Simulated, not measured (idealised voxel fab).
process module | voxel self aligned vias
cross-section cut | 185 nm wide | cells 5 nm
A cross-section is a grid of square cells, given in bands from the top down. A band is one or more rows of cells.
Each band's line starts with the height of the band's top and of its bottom, in nm. Then come its materials from left to right, each with its width in nm. One material with "throughout" fills the band from edge to edge. "air" is empty space.
Height 0 is the level under which the wafer as received is all one material. The lowest band goes on downwards, as in "0 down".
A width such as "30 to 40" changes by the same amount from each row of cells to the next, from the band's top row to its bottom row.
"no change" after a step means that no cell of the cross-section changed.
closed voids: empty space of 8 cells or more with no open way to the top, each as width x height at its distance from the left edge, in nm
after a step's settings: what the simulator itself notes on the step
overlay nm, on a step with a mask: how far to the right of its planned place the mask lay; to the left if negative
plan
1 op RECEIVE | material Si
2 op CONFORMAL_DEP | material SiO2 | thk nm 10
3 op CONFORMAL_DEP | material SiCN | thk nm 5
4 op DIRECTIONAL_DEP | material SiO2 | thk nm 25
5 op PATTERN | tone open | mask id LINES | material resist | width nm 25 | pitch nm 55 | thk nm 20 | overlay nm 0
6 op DIRECTIONAL_ETCH | etch materials SiO2 | depth nm 25
7 op STRIP | etch materials resist
8 op CONFORMAL_DEP | material TiN | thk nm 5
9 op FILL_DEP | material Ru | thk nm 5
10 op CMP | height nm 40
11 op SELECTIVE_ETCH | etch materials W Ru TiN | depth nm 5
12 op FILL_DEP | material SiN | thk nm 5
13 op CMP | height nm 40
14 op DIRECTIONAL_DEP | material SiO2 | thk nm 15
15 op DIRECTIONAL_DEP | material aC | thk nm 10
16 op PATTERN | tone open | mask id VIAS | material resist | width nm 35 | thk nm 30 | overlay nm 0
17 op DIRECTIONAL_ETCH | etch materials aC | depth nm 10
18 op STRIP | etch materials resist
19 op DIRECTIONAL_ETCH | etch materials SiO2 | depth nm 15
20 op DIRECTIONAL_ETCH | etch materials SiN | depth nm 5
21 op STRIP | etch materials aC
22 op CONFORMAL_DEP | material TiN | thk nm 5
23 op FILL_DEP | material Cu | thk nm 5
24 op CMP | height nm 55
25 op CONFORMAL_DEP | material SiN | thk nm 5
as received, after step 1
  0 down: Si throughout
  closed voids: none
first wafer at the end, as planned
  60 to 55: SiN throughout
  55 to 45: SiO2 45 | TiN 5 | Cu 25 | TiN 5 | SiO2 105
  45 to 40: SiO2 45 | TiN 10 | Cu 15 | TiN 10 | SiO2 105
  40 to 35: SiO2 50 | TiN 25 | SiO2 30 | SiN 25 | SiO2 55
  35 to 20: SiO2 50 | TiN 5 | Ru 15 | TiN 5 | SiO2 30 | TiN 5 | Ru 15 | TiN 5 | SiO2 55
  20 to 15: SiO2 50 | TiN 25 | SiO2 30 | TiN 25 | SiO2 55
  15 to 10: SiCN throughout
  10 to 0: SiO2 throughout
  0 down: Si throughout
  closed voids: none
second wafer at the end: like start, like plan, one mistake
  60 to 55: SiN throughout
  55 to 45: SiO2 45 | TiN 5 | Cu 25 | TiN 5 | SiO2 105
  45 to 40: SiO2 45 | TiN 15 | Cu 5 | TiN 15 | SiO2 105
  40 to 35: SiO2 55 | TiN 15 | SiO2 40 | SiN 15 | SiO2 60
  35 to 20: SiO2 55 | TiN 5 | Ru 5 | TiN 5 | SiO2 40 | TiN 5 | Ru 5 | TiN 5 | SiO2 60
  20 to 15: SiO2 55 | TiN 15 | SiO2 40 | TiN 15 | SiO2 60
  15 to 10: SiCN throughout
  10 to 0: SiO2 throughout
  0 down: Si throughout
  closed voids: none
what went wrong: step 5 ran as: op PATTERN | tone open | mask id LINES | material resist | width nm 15 | pitch nm 55 | thk nm 20 | overlay nm 0
at the end the second wafer has, in cells: 2 fewer of Cu | 12 fewer of Ru | 2 fewer of SiN | 20 more of SiO2 | 4 fewer of TiN
